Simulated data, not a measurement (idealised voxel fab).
Process module heading - voxel transistor to metal
Xsec cut, 170 nm wide, square cell size 5 nm.
How to read a cross-section here: the picture is a grid of square cells, written as bands going from the top down, and any band can span one or more rows of cells. Per band: top height and bottom height in nm, followed by the left-to-right materials and their widths in nm; "everywhere" marks a single material spanning edge to edge, "air" marks empty space. The reference from which all heights are counted is 0, the level beneath which the as-received wafer is entirely one material; the lowest band, having no lower bound, proceeds downward and is written after the example "0 nm and below". A two-number width, for instance "30 to 40", indicates that the width is equal to the first number in the top row of the band and to the second number in the bottom row, and that it changes by a constant amount per row of cells. Reading "no change" for a step: not a cell of the cross-section changed in it. Voids not open to the top, 8 cells minimum: see "Closed void table". Written width x height at distance; distance is from the left edge; nm. Post-settings text on a step line: simulator's own remark regarding the step. overlay nm: on a step with a mask, how far right of its planned place the mask lay; negative means left.
-- The steps planned for the process are as follows
1: RECEIVE,material Si
2: OXIDIZE,depth nm 5
3: CONFORMAL_DEP,material SiN,thk nm 10
4: PATTERN,tone cover,mask id ACTIVE,material resist,width nm 95,thk nm 20,overlay nm 0
5: DIRECTIONAL_ETCH,etch materials SiN,depth nm 10
6: DIRECTIONAL_ETCH,etch materials SiO2,depth nm 5
7: DIRECTIONAL_ETCH,etch materials Si,depth nm 35
8: STRIP,etch materials resist
9: OXIDIZE,depth nm 5
10: FILL_DEP,material SiO2,thk nm 15
11: CMP,height nm 10
12: SELECTIVE_ETCH,etch materials SiO2,depth nm 10
13: STRIP,etch materials SiN
14: SELECTIVE_ETCH,etch materials SiO2,depth nm 5
15: OXIDIZE,depth nm 5
16: DIRECTIONAL_DEP,material polySi,thk nm 25
17: DIRECTIONAL_DEP,material SiCN,thk nm 10
18: MASKED_ETCH,tone cover,mask id GATE,width nm 25,etch materials SiCN,depth nm 20,overlay nm 0
19: MASKED_ETCH,tone cover,mask id GATE,width nm 25,etch materials polySi,depth nm 35,overlay nm 0
20: CONFORMAL_DEP,material SiO2,thk nm 5
21: DIRECTIONAL_ETCH,etch materials SiO2,depth nm 5
22: CONFORMAL_DEP,material SiN,thk nm 10
23: DIRECTIONAL_ETCH,etch materials SiN,depth nm 10
24: DIRECTIONAL_ETCH,etch materials SiO2,depth nm 5
25: EPI,material pSi,thk nm 5
26: FILL_DEP,material SiO2,thk nm 10
27: CMP,height nm 20
28: STRIP,etch materials polySi
29: SELECTIVE_ETCH,etch materials SiO2,depth nm 5
30: CONFORMAL_DEP,material HfO2,thk nm 5
31: CONFORMAL_DEP,material TiN,thk nm 5
32: FILL_DEP,material W,thk nm 10
33: CMP,height nm 15
34: DIRECTIONAL_DEP,material SiO2,thk nm 15
35: MASKED_ETCH,tone open,mask id CONTACT,width nm 15,pitch nm 70,etch materials SiO2,depth nm 35,overlay nm 0
36: CONFORMAL_DEP,material TiN,thk nm 5
37: FILL_DEP,material W,thk nm 10
38: CMP,height nm 30
39: CONFORMAL_DEP,material SiN,thk nm 5
40: DIRECTIONAL_DEP,material lowk,thk nm 20
41: MASKED_ETCH,tone open,mask id METAL_1,width nm 15,pitch nm 70,etch materials lowk,depth nm 20,overlay nm 0
42: MASKED_ETCH,tone open,mask id METAL_1,width nm 15,pitch nm 70,etch materials SiN,depth nm 5,overlay nm 0
43: CONFORMAL_DEP,material TiN,thk nm 5
44: FILL_DEP,material W,thk nm 5
45: CMP,height nm 55
46: EPI,material Ru,thk nm 5
47: FILL_DEP,material SiCN,thk nm 5
-- The cross-section here shows the wafer as received, i.e. in its state after step 1
	0 nm and below  Si everywhere
	Closed void table: none
-- Here's the cross-section of the first of our two wafers at the end of the module - it ran as planned
	65 nm to 60 nm  SiCN everywhere
	60 nm to 55 nm  SiCN (35), then Ru (25), then SiCN (45), then Ru (25), then SiCN (40)
	55 nm to 35 nm  lowk (40), then TiN (5), then W (5), then TiN (5), then lowk (55), then TiN (5), then W (5), then TiN (5), then lowk (45)
	35 nm to 30 nm  SiN (40), then TiN (15), then SiN (55), then TiN (15), then SiN (45)
	30 nm to 15 nm  SiO2 (40), then TiN (5), then W (5), then TiN (5), then SiO2 (55), then TiN (5), then W (5), then TiN (5), then SiO2 (45)
	15 nm to 0 nm  SiO2 (40), then TiN (5), then W (5), then TiN (5), then SiN (10), then HfO2 (5), then TiN (5), then W (15), then TiN (5), then HfO2 (5), then SiN (10), then TiN (5), then W (5), then TiN (5), then SiO2 (45)
	0 nm to -5 nm  SiO2 (40), then TiN (15), then SiN (10), then HfO2 (5), then TiN (25), then HfO2 (5), then SiN (10), then TiN (15), then SiO2 (45)
	-5 nm to -10 nm  SiO2 (35), then pSi (20), then SiO2 (10), then HfO2 (35), then SiO2 (10), then pSi (20), then SiO2 (40)
	-10 nm to -45 nm  SiO2 (40), then Si (85), then SiO2 (45)
	-45 nm and below  Si everywhere
	Closed void table: none
-- End-of-module cross-section of the second wafer: identical starting point and process plan to the first, with one processing mistake
	65 nm to 60 nm  SiCN everywhere
	60 nm to 55 nm  SiCN (35), then Ru (25), then SiCN (45), then Ru (25), then SiCN (40)
	55 nm to 35 nm  lowk (40), then TiN (5), then W (5), then TiN (5), then lowk (55), then TiN (5), then W (5), then TiN (5), then lowk (45)
	35 nm to 30 nm  SiN (40), then TiN (15), then SiN (55), then TiN (15), then SiN (45)
	30 nm to 15 nm  SiO2 (40), then TiN (5), then W (5), then TiN (5), then SiO2 (55), then TiN (5), then W (5), then TiN (5), then SiO2 (45)
	15 nm to 10 nm  SiO2 (40), then TiN (15), then SiN (10), then HfO2 (5), then TiN (5), then W (15), then TiN (5), then HfO2 (5), then SiN (10), then TiN (15), then SiO2 (45)
	10 nm to 0 nm  SiCN (35), then SiO2 (5), then SiN (10), then TiN (5), then SiN (10), then HfO2 (5), then TiN (5), then W (15), then TiN (5), then HfO2 (5), then SiN (10), then TiN (5), then SiN (10), then SiO2 (5), then SiCN (40)
	0 nm to -5 nm  SiCN (35), then SiO2 (5), then SiN (10), then TiN (5), then SiN (10), then HfO2 (5), then TiN (25), then HfO2 (5), then SiN (10), then TiN (5), then SiN (10), then SiO2 (5), then SiCN (40)
	-5 nm to -10 nm  SiCN (35), then SiO2 (15), then pSi (5), then SiO2 (10), then HfO2 (35), then SiO2 (10), then pSi (5), then SiO2 (15), then SiCN (40)
	-10 nm to -40 nm  SiCN (35), then SiO2 (5), then Si (85), then SiO2 (5), then SiCN (40)
	-40 nm to -45 nm  SiO2 (40), then Si (85), then SiO2 (45)
	-45 nm and below  Si everywhere
	Closed void table: none
Deviation from plan: step 10 off recipe, ran as FILL_DEP,material SiCN,thk nm 15
The second wafer ends with more or fewer cells of some materials than the first, per final count: +150 SiCN, +12 SiN, -144 SiO2, -6 TiN, -6 W, -6 pSi
